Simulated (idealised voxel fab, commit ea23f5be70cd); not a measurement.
Title: Process Module voxel local oxidation
Pictured: cross-section cut, 165 nm wide, on a grid of 5 nm square cells.
Reading order for cross-sections: top band down to bottom band. Underlying form: a grid of square cells. Band size: one or more rows of cells. A band entry consists of two parts. The first gives the height of the band's top and the height of its bottom, in nm. The rest lists the band's materials from left to right, each with its width in nm. A single material labelled with the word "all across" fills the band from edge to edge, and the word "blank" marks empty space. Convention: height 0 is the level below which the wafer, as received, is all one material. The lowest band does not terminate at the bottom but continues downward, represented as "0..down". Read "30->40" as a graded width: first number on top, second number at the bottom, same change between each pair of neighbouring rows. The cross-section has no changed cell in any step marked "same as before". If an empty space has no open way to the top and is at least 8 cells in size, "Fully sealed cavities" lists it, written width x height at distance, where distance is measured from the left edge and every value is in nm. Past the settings on a step's line: simulator remark, on that step. The "overlay nm" setting may appear on a step's line; for a step that uses a mask, it gives how far to the right of its planned position the mask lay, and a negative value indicates the left.

# Steps in the process plan
| 1 | RECEIVE with material Si |
| 2 | OXIDIZE with depth nm 5 |
| 3 | CONFORMAL_DEP with material SiN, thk nm 10 |
| 4 | PATTERN with tone cover, mask id ACTIVE, material resist, width nm 105, thk nm 15, overlay nm 0 |
| 5 | DIRECTIONAL_ETCH with etch materials SiN, depth nm 10 |
| 6 | STRIP with etch materials resist |
| 7 | SELECTIVE_ETCH with etch materials SiO2, depth nm 5 |
| 8 | OXIDIZE with depth nm 15 |
| 9 | STRIP with etch materials SiN |

# Cross-section of the incoming wafer, state after step 1
0..down  Si all across
Fully sealed cavities: none

# Wafer at module end, in section. Began as above, planned as above, run with one mistake
0..-5  blank 35, SiO2 95, blank 35
-5..-15  SiO2 45, Si 75, SiO2 45
-15..down  Si all across
Fully sealed cavities: none
Error vs. plan: step 8 did not use the planned setting and instead ran as OXIDIZE with depth nm 10
